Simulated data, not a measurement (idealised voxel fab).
Proc. module: voxel self aligned vias
The cross-section shown here is cut; it is 270 nm wide and divided into square cells measuring 5 nm on a side.
Square cells in a grid make up a cross-section in this document, and the grid is given as bands, listed from the top down, each one or more rows of cells.
In this notation a band is specified by the heights of its top and bottom, in that order and in nm, after which its materials appear from left to right, each paired with its width in nm. The word "everywhere" attached to a single material means that material fills the band from edge to edge; the word "blank" stands for empty space.
For the purposes of this specification, 0 denotes the height below which the wafer in its as-received condition is composed wholly of one material, and the lowermost band, lacking a lower limit, extends downward without end, as expressed in "0 nm and below".
Graded width ("30->40"): value in top row of band = first number; value in bottom row = second number; row-to-row change constant.
The cross-section has no changed cell in any step marked "no change occurred".
"Trapped cavities" enumerates empty spaces isolated from the top, with no open way to it, that contain at least 8 cells, giving each as width x height at distance from the left edge, all three in nm.
Read whatever lies past the settings on a step's line as the simulator's own remark about the step.
"overlay nm", when on a step's line for a step with a mask, measures how far to the right of its planned place the mask lay; a negative measure means to the left.
Quick note on how to read the rest: it's all pairs. You get the cross-section before a process step and the one after, but the after one only goes down as far as the lowest band that changed. The step in between, with its settings, sits under the pair. Heads up, the pairs can come from different runs of this module on the same starting wafer, so don't assume a pair picks up from the one above unless its "Before this step" entry says it does.

Before this step:
  65 nm to 45 nm | SiO2 85, then blank 35, then SiO2 30, then blank 35, then SiO2 85
  45 nm to 40 nm | SiCN everywhere
  40 nm to 0 nm | SiO2 everywhere
  0 nm and below | Si everywhere
  Trapped cavities: none

As Processed:
  70 nm to 65 nm | TiN 90, then blank 25, then TiN 40, then blank 25, then TiN 90
  65 nm to 50 nm | SiO2 85, then TiN 5, then blank 25, then TiN 5, then SiO2 30, then TiN 5, then blank 25, then TiN 5, then SiO2 85
  50 nm to 45 nm | SiO2 85, then TiN 35, then SiO2 30, then TiN 35, then SiO2 85
  All layers under 45 are left as they were.
  Trapped cavities: none
Quick note on the step between the two cross-sections above: CONFORMAL_DEP, material TiN, thk nm 5

Before this step: Reference is made to the cross-section shown after the step in the pair directly above, which represents the state prior to this step.

As Processed:
  80 nm to 70 nm | W everywhere
  70 nm to 65 nm | TiN 90, then W 25, then TiN 40, then W 25, then TiN 90
  65 nm to 50 nm | SiO2 85, then TiN 5, then W 25, then TiN 5, then SiO2 30, then TiN 5, then W 25, then TiN 5, then SiO2 85
  All layers under 50 are left as they were.
  Trapped cavities: none
Quick note on the step between the two cross-sections above: FILL_DEP, material W, thk nm 10

Before this step: Reference is made to the cross-section shown after the step in the pair directly above, which represents the state prior to this step.

As Processed:
  65 nm to 50 nm | SiO2 85, then TiN 5, then W 25, then TiN 5, then SiO2 30, then TiN 5, then W 25, then TiN 5, then SiO2 85
  All layers under 50 are left as they were.
  Trapped cavities: none
Quick note on the step between the two cross-sections above: CMP, height nm 65

Before this step: Reference is made to the cross-section shown after the step in the pair directly above, which represents the state prior to this step.

As Processed:
  70 nm to 65 nm | SiN everywhere
  All layers under 65 are left as they were.
  Trapped cavities: none
Quick note on the step between the two cross-sections above: CONFORMAL_DEP, material SiN, thk nm 5

Before this step:
  60 nm to 50 nm | W everywhere
  50 nm to 45 nm | TiN 95, then W 15, then TiN 50, then W 15, then TiN 95
  45 nm to 25 nm | SiO2 90, then TiN 5, then W 15, then TiN 5, then SiO2 40, then TiN 5, then W 15, then TiN 5, then SiO2 90
  25 nm to 20 nm | SiO2 90, then TiN 25, then SiO2 40, then TiN 25, then SiO2 90
  20 nm to 15 nm | SiCN everywhere
  15 nm to 0 nm | SiO2 everywhere
  0 nm and below | Si everywhere
  Trapped cavities: none

As Processed:
  40 nm to 25 nm | SiO2 90, then TiN 5, then W 15, then TiN 5, then SiO2 40, then TiN 5, then W 15, then TiN 5, then SiO2 90
  All layers under 25 are left as they were.
  Trapped cavities: none
Quick note on the step between the two cross-sections above: CMP, height nm 40

Before this step: Reference is made to the cross-section shown after the step in the pair directly above, which represents the state prior to this step.

As Processed:
  40 nm to 30 nm | SiO2 90, then blank 25, then SiO2 40, then blank 25, then SiO2 90
  All layers under 30 are left as they were.
  Trapped cavities: none
Quick note on the step between the two cross-sections above: SELECTIVE_ETCH, etch materials W Ru TiN, depth nm 10

Before this step: Reference is made to the cross-section shown after the step in the pair directly above, which represents the state prior to this step.

As Processed:
  50 nm to 40 nm | SiN everywhere
  40 nm to 30 nm | SiO2 90, then SiN 25, then SiO2 40, then SiN 25, then SiO2 90
  All layers under 30 are left as they were.
  Trapped cavities: none
Quick note on the step between the two cross-sections above: FILL_DEP, material SiN, thk nm 10

Before this step: Reference is made to the cross-section shown after the step in the pair directly above, which represents the state prior to this step.

As Processed:
  45 nm to 40 nm | SiN everywhere
  All layers under 40 are left as they were.
  Trapped cavities: none
Quick note on the step between the two cross-sections above: CMP, height nm 45

Before this step: Reference is made to the cross-section shown after the step in the pair directly above, which represents the state prior to this step.

As Processed:
  65 nm to 45 nm | SiO2 everywhere
  All layers under 45 are left as they were.
  Trapped cavities: none
Quick note on the step between the two cross-sections above: DIRECTIONAL_DEP, material SiO2, thk nm 20

Before this step: Reference is made to the cross-section shown after the step in the pair directly above, which represents the state prior to this step.

As Processed:
  80 nm to 65 nm | aC everywhere
  All layers under 65 are left as they were.
  Trapped cavities: none
Quick note on the step between the two cross-sections above: DIRECTIONAL_DEP, material aC, thk nm 15

Before this step: Reference is made to the cross-section shown after the step in the pair directly above, which represents the state prior to this step.

As Processed:
  115 nm to 80 nm | resist 85, then blank 35, then resist 30, then blank 35, then resist 85
  All layers under 80 are left as they were.
  Trapped cavities: none
Quick note on the step between the two cross-sections above: PATTERN, tone open, mask id VIAS, material resist, width nm 35, pitch nm 65, thk nm 35, overlay nm 0

Before this step: Reference is made to the cross-section shown after the step in the pair directly above, which represents the state prior to this step.

As Processed:
  100 nm to 80 nm | resist 85, then blank 35, then resist 30, then blank 35, then resist 85
  80 nm to 65 nm | aC 85, then blank 35, then aC 30, then blank 35, then aC 85
  All layers under 65 are left as they were.
  Trapped cavities: none
Quick note on the step between the two cross-sections above: DIRECTIONAL_ETCH, etch materials aC, depth nm 15

Before this step: Reference is made to the cross-section shown after the step in the pair directly above, which represents the state prior to this step.

As Processed:
  80 nm to 65 nm | aC 85, then blank 35, then aC 30, then blank 35, then aC 85
  All layers under 65 are left as they were.
  Trapped cavities: none
Quick note on the step between the two cross-sections above: STRIP, etch materials resist

Before this step: Reference is made to the cross-section shown after the step in the pair directly above, which represents the state prior to this step.

As Processed:
  80 nm to 65 nm | aC 85, then blank 35, then aC 30, then blank 35, then aC 85
  65 nm to 45 nm | SiO2 85, then blank 35, then SiO2 30, then blank 35, then SiO2 85
  All layers under 45 are left as they were.
  Trapped cavities: none
Quick note on the step between the two cross-sections above: DIRECTIONAL_ETCH, etch materials SiO2, depth nm 20

Before this step: Reference is made to the cross-section shown after the step in the pair directly above, which represents the state prior to this step.

As Processed:
  80 nm to 65 nm | aC 85, then blank 35, then aC 30, then blank 35, then aC 85
  65 nm to 45 nm | SiO2 85, then blank 35, then SiO2 30, then blank 35, then SiO2 85
  45 nm to 40 nm | SiN 85, then blank 35, then SiN 30, then blank 35, then SiN 85
  40 nm to 35 nm | SiO2 90, then blank 25, then SiO2 40, then blank 25, then SiO2 90
  All layers under 35 are left as they were.
  Trapped cavities: none
Quick note on the step between the two cross-sections above: DIRECTIONAL_ETCH, etch materials SiN, depth nm 10

Before this step: Reference is made to the cross-section shown after the step in the pair directly above, which represents the state prior to this step.

As Processed:
  65 nm to 45 nm | SiO2 85, then blank 35, then SiO2 30, then blank 35, then SiO2 85
  All layers under 45 are left as they were.
  Trapped cavities: none
Quick note on the step between the two cross-sections above: STRIP, etch materials aC

Before this step: Reference is made to the cross-section shown after the step in the pair directly above, which represents the state prior to this step.

As Processed:
  70 nm to 65 nm | TiN 90, then blank 25, then TiN 40, then blank 25, then TiN 90
  65 nm to 45 nm | SiO2 85, then TiN 5, then blank 25, then TiN 5, then SiO2 30, then TiN 5, then blank 25, then TiN 5, then SiO2 85
  45 nm to 40 nm | SiN 85, then TiN 10, then blank 15, then TiN 10, then SiN 30, then TiN 10, then blank 15, then TiN 10, then SiN 85
  40 nm to 35 nm | SiO2 90, then TiN 25, then SiO2 40, then TiN 25, then SiO2 90
  All layers under 35 are left as they were.
  Trapped cavities: none
Quick note on the step between the two cross-sections above: CONFORMAL_DEP, material TiN, thk nm 5

Before this step: Reference is made to the cross-section shown after the step in the pair directly above, which represents the state prior to this step.

As Processed:
  80 nm to 70 nm | W everywhere
  70 nm to 65 nm | TiN 90, then W 25, then TiN 40, then W 25, then TiN 90
  65 nm to 45 nm | SiO2 85, then TiN 5, then W 25, then TiN 5, then SiO2 30, then TiN 5, then W 25, then TiN 5, then SiO2 85
  45 nm to 40 nm | SiN 85, then TiN 10, then W 15, then TiN 10, then SiN 30, then TiN 10, then W 15, then TiN 10, then SiN 85
  All layers under 40 are left as they were.
  Trapped cavities: none
Quick note on the step between the two cross-sections above: FILL_DEP, material W, thk nm 10

Before this step: Reference is made to the cross-section shown after the step in the pair directly above, which represents the state prior to this step.

As Processed:
  65 nm to 45 nm | SiO2 85, then TiN 5, then W 25, then TiN 5, then SiO2 30, then TiN 5, then W 25, then TiN 5, then SiO2 85
  All layers under 45 are left as they were.
  Trapped cavities: none
Quick note on the step between the two cross-sections above: CMP, height nm 65

Before this step: Reference is made to the cross-section shown after the step in the pair directly above, which represents the state prior to this step.

As Processed:
  70 nm to 65 nm | SiN everywhere
  All layers under 65 are left as they were.
  Trapped cavities: none
Quick note on the step between the two cross-sections above: CONFORMAL_DEP, material SiN, thk nm 5

Before this step:
  80 nm to 65 nm | aC everywhere
  65 nm to 45 nm | SiO2 everywhere
  45 nm to 35 nm | SiO2 90, then SiN 25, then SiO2 40, then SiN 25, then SiO2 90
  35 nm to 25 nm | SiO2 90, then TiN 5, then W 15, then TiN 5, then SiO2 40, then TiN 5, then W 15, then TiN 5, then SiO2 90
  25 nm to 20 nm | SiO2 90, then TiN 25, then SiO2 40, then TiN 25, then SiO2 90
  20 nm to 15 nm | SiCN everywhere
  15 nm to 0 nm | SiO2 everywhere
  0 nm and below | Si everywhere
  Trapped cavities: none

As Processed:
  115 nm to 80 nm | resist 90, then blank 30, then resist 35, then blank 30, then resist 85
  All layers under 80 are left as they were.
  Trapped cavities: none
Quick note on the step between the two cross-sections above: PATTERN, tone open, mask id VIAS, material resist, width nm 30, pitch nm 65, thk nm 35, overlay nm 0

Before this step: Reference is made to the cross-section shown after the step in the pair directly above, which represents the state prior to this step.

As Processed:
  100 nm to 80 nm | resist 90, then blank 30, then resist 35, then blank 30, then resist 85
  80 nm to 65 nm | aC 90, then blank 30, then aC 35, then blank 30, then aC 85
  All layers under 65 are left as they were.
  Trapped cavities: none
Quick note on the step between the two cross-sections above: DIRECTIONAL_ETCH, etch materials aC, depth nm 15

Before this step: Reference is made to the cross-section shown after the step in the pair directly above, which represents the state prior to this step.

As Processed:
  80 nm to 65 nm | aC 90, then blank 30, then aC 35, then blank 30, then aC 85
  All layers under 65 are left as they were.
  Trapped cavities: none
Quick note on the step between the two cross-sections above: STRIP, etch materials resist

Before this step: Reference is made to the cross-section shown after the step in the pair directly above, which represents the state prior to this step.

As Processed:
  80 nm to 65 nm | aC 90, then blank 30, then aC 35, then blank 30, then aC 85
  65 nm to 45 nm | SiO2 90, then blank 30, then SiO2 35, then blank 30, then SiO2 85
  All layers under 45 are left as they were.
  Trapped cavities: none
Quick note on the step between the two cross-sections above: DIRECTIONAL_ETCH, etch materials SiO2, depth nm 20

Before this step: Reference is made to the cross-section shown after the step in the pair directly above, which represents the state prior to this step.

As Processed:
  80 nm to 65 nm | aC 90, then blank 30, then aC 35, then blank 30, then aC 85
  65 nm to 45 nm | SiO2 90, then blank 30, then SiO2 35, then blank 30, then SiO2 85
  45 nm to 35 nm | SiO2 90, then blank 25, then SiO2 40, then blank 25, then SiO2 90
  All layers under 35 are left as they were.
  Trapped cavities: none
Quick note on the step between the two cross-sections above: DIRECTIONAL_ETCH, etch materials SiN, depth nm 10

Before this step: Reference is made to the cross-section shown after the step in the pair directly above, which represents the state prior to this step.

As Processed:
  65 nm to 45 nm | SiO2 90, then blank 30, then SiO2 35, then blank 30, then SiO2 85
  All layers under 45 are left as they were.
  Trapped cavities: none
Quick note on the step between the two cross-sections above: STRIP, etch materials aC

Before this step: Reference is made to the cross-section shown after the step in the pair directly above, which represents the state prior to this step.

As Processed:
  70 nm to 65 nm | TiN 95, then blank 20, then TiN 45, then blank 20, then TiN 90
  65 nm to 50 nm | SiO2 90, then TiN 5, then blank 20, then TiN 5, then SiO2 35, then TiN 5, then blank 20, then TiN 5, then SiO2 85
  50 nm to 40 nm | SiO2 90, then TiN 5, then blank 15, then TiN 10->5, then SiO2 35->40, then TiN 5, then blank 15, then TiN 10->5, then SiO2 85->90
  40 nm to 35 nm | SiO2 90, then TiN 25, then SiO2 40, then TiN 25, then SiO2 90
  All layers under 35 are left as they were.
  Trapped cavities: none
Quick note on the step between the two cross-sections above: CONFORMAL_DEP, material TiN, thk nm 5

Before this step: Reference is made to the cross-section shown after the step in the pair directly above, which represents the state prior to this step.

As Processed:
  80 nm to 70 nm | W everywhere
  70 nm to 65 nm | TiN 95, then W 20, then TiN 45, then W 20, then TiN 90
  65 nm to 50 nm | SiO2 90, then TiN 5, then W 20, then TiN 5, then SiO2 35, then TiN 5, then W 20, then TiN 5, then SiO2 85
  50 nm to 40 nm | SiO2 90, then TiN 5, then W 15, then TiN 10->5, then SiO2 35->40, then TiN 5, then W 15, then TiN 10->5, then SiO2 85->90
  All layers under 40 are left as they were.
  Trapped cavities: none
Quick note on the step between the two cross-sections above: FILL_DEP, material W, thk nm 10

Before this step: Reference is made to the cross-section shown after the step in the pair directly above, which represents the state prior to this step.

As Processed:
  65 nm to 50 nm | SiO2 90, then TiN 5, then W 20, then TiN 5, then SiO2 35, then TiN 5, then W 20, then TiN 5, then SiO2 85
  All layers under 50 are left as they were.
  Trapped cavities: none
Quick note on the step between the two cross-sections above: CMP, height nm 65

Before this step: Reference is made to the cross-section shown after the step in the pair directly above, which represents the state prior to this step.

As Processed:
  70 nm to 65 nm | SiN everywhere
  All layers under 65 are left as they were.
  Trapped cavities: none
Quick note on the step between the two cross-sections above: CONFORMAL_DEP, material SiN, thk nm 5

Before this step:
  80 nm to 65 nm | aC everywhere
  65 nm to 45 nm | SiO2 everywhere
  45 nm to 35 nm | SiO2 90, then SiN 25, then SiO2 40, then SiN 25, then SiO2 90
  35 nm to 25 nm | SiO2 90, then TiN 5, then W 15, then TiN 5, then SiO2 40, then TiN 5, then W 15, then TiN 5, then SiO2 90
  25 nm to 20 nm | SiO2 90, then TiN 25, then SiO2 40, then TiN 25, then SiO2 90
  20 nm to 15 nm | SiCN everywhere
  15 nm to 0 nm | SiO2 everywhere
  0 nm and below | Si everywhere
  Trapped cavities: none

As Processed:
  115 nm to 80 nm | resist 80, then blank 35, then resist 30, then blank 35, then resist 90
  All layers under 80 are left as they were.
  Trapped cavities: none
Quick note on the step between the two cross-sections above: PATTERN, tone open, mask id VIAS, material resist, width nm 35, pitch nm 65, thk nm 35, overlay nm -5

Before this step: Reference is made to the cross-section shown after the step in the pair directly above, which represents the state prior to this step.

As Processed:
  100 nm to 80 nm | resist 80, then blank 35, then resist 30, then blank 35, then resist 90
  80 nm to 65 nm | aC 80, then blank 35, then aC 30, then blank 35, then aC 90
  All layers under 65 are left as they were.
  Trapped cavities: none
Quick note on the step between the two cross-sections above: DIRECTIONAL_ETCH, etch materials aC, depth nm 15

Before this step: Reference is made to the cross-section shown after the step in the pair directly above, which represents the state prior to this step.

As Processed:
  80 nm to 65 nm | aC 80, then blank 35, then aC 30, then blank 35, then aC 90
  All layers under 65 are left as they were.
  Trapped cavities: none
Quick note on the step between the two cross-sections above: STRIP, etch materials resist

Before this step: Reference is made to the cross-section shown after the step in the pair directly above, which represents the state prior to this step.

As Processed:
  80 nm to 65 nm | aC 80, then blank 35, then aC 30, then blank 35, then aC 90
  65 nm to 45 nm | SiO2 80, then blank 35, then SiO2 30, then blank 35, then SiO2 90
  All layers under 45 are left as they were.
  Trapped cavities: none
Quick note on the step between the two cross-sections above: DIRECTIONAL_ETCH, etch materials SiO2, depth nm 20

Before this step: Reference is made to the cross-section shown after the step in the pair directly above, which represents the state prior to this step.

As Processed:
  80 nm to 65 nm | aC 80, then blank 35, then aC 30, then blank 35, then aC 90
  65 nm to 45 nm | SiO2 80, then blank 35, then SiO2 30, then blank 35, then SiO2 90
  45 nm to 35 nm | SiO2 90, then blank 25, then SiO2 40, then blank 25, then SiO2 90
  All layers under 35 are left as they were.
  Trapped cavities: none
Quick note on the step between the two cross-sections above: DIRECTIONAL_ETCH, etch materials SiN, depth nm 10

Before this step: Reference is made to the cross-section shown after the step in the pair directly above, which represents the state prior to this step.

As Processed:
  65 nm to 45 nm | SiO2 80, then blank 35, then SiO2 30, then blank 35, then SiO2 90
  All layers under 45 are left as they were.
  Trapped cavities: none
Quick note on the step between the two cross-sections above: STRIP, etch materials aC

Before this step: Reference is made to the cross-section shown after the step in the pair directly above, which represents the state prior to this step.

As Processed:
  70 nm to 65 nm | TiN 85, then blank 25, then TiN 40, then blank 25, then TiN 95
  65 nm to 50 nm | SiO2 80, then TiN 5, then blank 25, then TiN 5, then SiO2 30, then TiN 5, then blank 25, then TiN 5, then SiO2 90
  50 nm to 40 nm | SiO2 80->90, then TiN 15->5, then blank 15, then TiN 5, then SiO2 30->40, then TiN 15->5, then blank 15, then TiN 5, then SiO2 90
  40 nm to 35 nm | SiO2 90, then TiN 25, then SiO2 40, then TiN 25, then SiO2 90
  All layers under 35 are left as they were.
  Trapped cavities: none
Quick note on the step between the two cross-sections above: CONFORMAL_DEP, material TiN, thk nm 5

Before this step: Reference is made to the cross-section shown after the step in the pair directly above, which represents the state prior to this step.

As Processed:
  80 nm to 70 nm | W everywhere
  70 nm to 65 nm | TiN 85, then W 25, then TiN 40, then W 25, then TiN 95
  65 nm to 50 nm | SiO2 80, then TiN 5, then W 25, then TiN 5, then SiO2 30, then TiN 5, then W 25, then TiN 5, then SiO2 90
  50 nm to 40 nm | SiO2 80->90, then TiN 15->5, then W 15, then TiN 5, then SiO2 30->40, then TiN 15->5, then W 15, then TiN 5, then SiO2 90
  All layers under 40 are left as they were.
  Trapped cavities: none
Quick note on the step between the two cross-sections above: FILL_DEP, material W, thk nm 10

Before this step: Reference is made to the cross-section shown after the step in the pair directly above, which represents the state prior to this step.

As Processed:
  65 nm to 50 nm | SiO2 80, then TiN 5, then W 25, then TiN 5, then SiO2 30, then TiN 5, then W 25, then TiN 5, then SiO2 90
  All layers under 50 are left as they were.
  Trapped cavities: none
Quick note on the step between the two cross-sections above: CMP, height nm 65

Before this step: Reference is made to the cross-section shown after the step in the pair directly above, which represents the state prior to this step.

As Processed:
  70 nm to 65 nm | SiN everywhere
  All layers under 65 are left as they were.
  Trapped cavities: none
Quick note on the step between the two cross-sections above: CONFORMAL_DEP, material SiN, thk nm 5

Before this step:
  65 nm to 50 nm | SiO2 85, then TiN 5, then W 25, then TiN 5, then SiO2 30, then TiN 5, then W 25, then TiN 5, then SiO2 85
  50 nm to 40 nm | SiO2 85->90, then TiN 10->5, then W 15, then TiN 10->5, then SiO2 30->40, then TiN 10->5, then W 15, then TiN 10->5, then SiO2 85->90
  40 nm to 35 nm | SiO2 90, then TiN 25, then SiO2 40, then TiN 25, then SiO2 90
  35 nm to 25 nm | SiO2 90, then TiN 5, then W 15, then TiN 5, then SiO2 40, then TiN 5, then W 15, then TiN 5, then SiO2 90
  25 nm to 20 nm | SiO2 90, then TiN 25, then SiO2 40, then TiN 25, then SiO2 90
  20 nm to 15 nm | SiCN everywhere
  15 nm to 0 nm | SiO2 everywhere
  0 nm and below | Si everywhere
  Trapped cavities: none

As Processed:
  70 nm to 65 nm | W everywhere
  All layers under 65 are left as they were.
  Trapped cavities: none
Quick note on the step between the two cross-sections above: CONFORMAL_DEP, material W, thk nm 5

Before this step:
  60 nm to 45 nm | aC everywhere
  45 nm to 20 nm | SiO2 everywhere
  20 nm to 15 nm | SiCN everywhere
  15 nm to 0 nm | SiO2 everywhere
  0 nm and below | Si everywhere
  Trapped cavities: none

As Processed:
  95 nm to 60 nm | blank 90, then resist 25, then blank 40, then resist 25, then blank 90
  All layers under 60 are left as they were.
  Trapped cavities: none
Quick note on the step between the two cross-sections above: PATTERN, tone cover, mask id LINES, material resist, width nm 25, pitch nm 65, thk nm 35, overlay nm 0

Before this step: Reference is made to the cross-section shown after the step in the pair directly above, which represents the state prior to this step.

As Processed:
  80 nm to 60 nm | blank 90, then resist 25, then blank 40, then resist 25, then blank 90
  60 nm to 45 nm | blank 90, then aC 25, then blank 40, then aC 25, then blank 90
  All layers under 45 are left as they were.
  Trapped cavities: none
Quick note on the step between the two cross-sections above: DIRECTIONAL_ETCH, etch materials aC, depth nm 15

Before this step: Reference is made to the cross-section shown after the step in the pair directly above, which represents the state prior to this step.

As Processed:
  60 nm to 45 nm | blank 90, then aC 25, then blank 40, then aC 25, then blank 90
  All layers under 45 are left as they were.
  Trapped cavities: none
Quick note on the step between the two cross-sections above: STRIP, etch materials resist

Before this step: Reference is made to the cross-section shown after the step in the pair directly above, which represents the state prior to this step.

As Processed:
  60 nm to 45 nm | blank 90, then aC 25, then blank 40, then aC 25, then blank 90
  45 nm to 20 nm | blank 90, then SiO2 25, then blank 40, then SiO2 25, then blank 90
  All layers under 20 are left as they were.
  Trapped cavities: none
Quick note on the step between the two cross-sections above: DIRECTIONAL_ETCH, etch materials SiO2, depth nm 25

Before this step: Reference is made to the cross-section shown after the step in the pair directly above, which represents the state prior to this step.

As Processed:
  45 nm to 20 nm | blank 90, then SiO2 25, then blank 40, then SiO2 25, then blank 90
  All layers under 20 are left as they were.
  Trapped cavities: none
Quick note on the step between the two cross-sections above: STRIP, etch materials aC

Before this step: Reference is made to the cross-section shown after the step in the pair directly above, which represents the state prior to this step.

As Processed:
  50 nm to 45 nm | blank 85, then TiN 35, then blank 30, then TiN 35, then blank 85
  45 nm to 25 nm | blank 85, then TiN 5, then SiO2 25, then TiN 5, then blank 30, then TiN 5, then SiO2 25, then TiN 5, then blank 85
  25 nm to 20 nm | TiN 90, then SiO2 25, then TiN 40, then SiO2 25, then TiN 90
  All layers under 20 are left as they were.
  Trapped cavities: none
Quick note on the step between the two cross-sections above: CONFORMAL_DEP, material TiN, thk nm 5

Before this step: Reference is made to the cross-section shown after the step in the pair directly above, which represents the state prior to this step.

As Processed:
  60 nm to 50 nm | W everywhere
  50 nm to 45 nm | W 85, then TiN 35, then W 30, then TiN 35, then W 85
  45 nm to 25 nm | W 85, then TiN 5, then SiO2 25, then TiN 5, then W 30, then TiN 5, then SiO2 25, then TiN 5, then W 85
  All layers under 25 are left as they were.
  Trapped cavities: none
Quick note on the step between the two cross-sections above: FILL_DEP, material W, thk nm 10

Before this step: Reference is made to the cross-section shown after the step in the pair directly above, which represents the state prior to this step.

As Processed:
  45 nm to 25 nm | W 85, then TiN 5, then SiO2 25, then TiN 5, then W 30, then TiN 5, then SiO2 25, then TiN 5, then W 85
  All layers under 25 are left as they were.
  Trapped cavities: none
Quick note on the step between the two cross-sections above: CMP, height nm 45

Before this step: Reference is made to the cross-section shown after the step in the pair directly above, which represents the state prior to this step.

As Processed:
  45 nm to 35 nm | blank 90, then SiO2 25, then blank 40, then SiO2 25, then blank 90
  All layers under 35 are left as they were.
  Trapped cavities: none
Quick note on the step between the two cross-sections above: SELECTIVE_ETCH, etch materials W Ru TiN, depth nm 10

Before this step: Reference is made to the cross-section shown after the step in the pair directly above, which represents the state prior to this step.

As Processed:
  55 nm to 45 nm | SiN everywhere
  45 nm to 35 nm | SiN 90, then SiO2 25, then SiN 40, then SiO2 25, then SiN 90
  All layers under 35 are left as they were.
  Trapped cavities: none
Quick note on the step between the two cross-sections above: FILL_DEP, material SiN, thk nm 10

Before this step: Reference is made to the cross-section shown after the step in the pair directly above, which represents the state prior to this step.

As Processed:
  45 nm to 35 nm | SiN 90, then SiO2 25, then SiN 40, then SiO2 25, then SiN 90
  All layers under 35 are left as they were.
  Trapped cavities: none
Quick note on the step between the two cross-sections above: CMP, height nm 45

Before this step: Reference is made to the cross-section shown after the step in the pair directly above, which represents the state prior to this step.

As Processed:
  65 nm to 45 nm | SiO2 everywhere
  All layers under 45 are left as they were.
  Trapped cavities: none
Quick note on the step between the two cross-sections above: DIRECTIONAL_DEP, material SiO2, thk nm 20

Before this step: Reference is made to the cross-section shown after the step in the pair directly above, which represents the state prior to this step.

As Processed:
  80 nm to 65 nm | aC everywhere
  All layers under 65 are left as they were.
  Trapped cavities: none
Quick note on the step between the two cross-sections above: DIRECTIONAL_DEP, material aC, thk nm 15

Before this step: Reference is made to the cross-section shown after the step in the pair directly above, which represents the state prior to this step.

As Processed:
  115 nm to 80 nm | resist 85, then blank 35, then resist 30, then blank 35, then resist 85
  All layers under 80 are left as they were.
  Trapped cavities: none
Quick note on the step between the two cross-sections above: PATTERN, tone open, mask id VIAS, material resist, width nm 35, pitch nm 65, thk nm 35, overlay nm 0

Before this step: Reference is made to the cross-section shown after the step in the pair directly above, which represents the state prior to this step.

As Processed:
  100 nm to 80 nm | resist 85, then blank 35, then resist 30, then blank 35, then resist 85
  80 nm to 65 nm | aC 85, then blank 35, then aC 30, then blank 35, then aC 85
  All layers under 65 are left as they were.
  Trapped cavities: none
Quick note on the step between the two cross-sections above: DIRECTIONAL_ETCH, etch materials aC, depth nm 15

Before this step: Reference is made to the cross-section shown after the step in the pair directly above, which represents the state prior to this step.

As Processed:
  80 nm to 65 nm | aC 85, then blank 35, then aC 30, then blank 35, then aC 85
  All layers under 65 are left as they were.
  Trapped cavities: none
Quick note on the step between the two cross-sections above: STRIP, etch materials resist

Before this step: Reference is made to the cross-section shown after the step in the pair directly above, which represents the state prior to this step.

As Processed:
  80 nm to 65 nm | aC 85, then blank 35, then aC 30, then blank 35, then aC 85
  65 nm to 45 nm | SiO2 85, then blank 35, then SiO2 30, then blank 35, then SiO2 85
  All layers under 45 are left as they were.
  Trapped cavities: none
Quick note on the step between the two cross-sections above: DIRECTIONAL_ETCH, etch materials SiO2, depth nm 20

Before this step: Reference is made to the cross-section shown after the step in the pair directly above, which represents the state prior to this step.

As Processed:
  80 nm to 65 nm | aC 85, then blank 35, then aC 30, then blank 35, then aC 85
  65 nm to 45 nm | SiO2 85, then blank 35, then SiO2 30, then blank 35, then SiO2 85
  45 nm to 35 nm | SiN 85, then blank 5, then SiO2 25, then blank 5, then SiN 30, then blank 5, then SiO2 25, then blank 5, then SiN 85
  All layers under 35 are left as they were.
  Trapped cavities: none
Quick note on the step between the two cross-sections above: DIRECTIONAL_ETCH, etch materials SiN, depth nm 10

Before this step: Reference is made to the cross-section shown after the step in the pair directly above, which represents the state prior to this step.

As Processed:
  65 nm to 45 nm | SiO2 85, then blank 35, then SiO2 30, then blank 35, then SiO2 85
  All layers under 45 are left as they were.
  Trapped cavities: none
Quick note on the step between the two cross-sections above: STRIP, etch materials aC

Before this step: Reference is made to the cross-section shown after the step in the pair directly above, which represents the state prior to this step.

As Processed:
  70 nm to 65 nm | TiN 90, then blank 25, then TiN 40, then blank 25, then TiN 90
  65 nm to 50 nm | SiO2 85, then TiN 5, then blank 25, then TiN 5, then SiO2 30, then TiN 5, then blank 25, then TiN 5, then SiO2 85
  50 nm to 45 nm | SiO2 85, then TiN 35, then SiO2 30, then TiN 35, then SiO2 85
  45 nm to 35 nm | SiN 85, then TiN 5, then SiO2 25, then TiN 5, then SiN 30, then TiN 5, then SiO2 25, then TiN 5, then SiN 85
  All layers under 35 are left as they were.
  Trapped cavities: none
Quick note on the step between the two cross-sections above: CONFORMAL_DEP, material TiN, thk nm 5

Before this step: Reference is made to the cross-section shown after the step in the pair directly above, which represents the state prior to this step.

As Processed:
  80 nm to 70 nm | W everywhere
  70 nm to 65 nm | TiN 90, then W 25, then TiN 40, then W 25, then TiN 90
  65 nm to 50 nm | SiO2 85, then TiN 5, then W 25, then TiN 5, then SiO2 30, then TiN 5, then W 25, then TiN 5, then SiO2 85
  All layers under 50 are left as they were.
  Trapped cavities: none
Quick note on the step between the two cross-sections above: FILL_DEP, material W, thk nm 10

Before this step: Reference is made to the cross-section shown after the step in the pair directly above, which represents the state prior to this step.

As Processed:
  65 nm to 50 nm | SiO2 85, then TiN 5, then W 25, then TiN 5, then SiO2 30, then TiN 5, then W 25, then TiN 5, then SiO2 85
  All layers under 50 are left as they were.
  Trapped cavities: none
Quick note on the step between the two cross-sections above: CMP, height nm 65

Before this step: Reference is made to the cross-section shown after the step in the pair directly above, which represents the state prior to this step.

As Processed:
  70 nm to 65 nm | SiN everywhere
  All layers under 65 are left as they were.
  Trapped cavities: none
Quick note on the step between the two cross-sections above: CONFORMAL_DEP, material SiN, thk nm 5
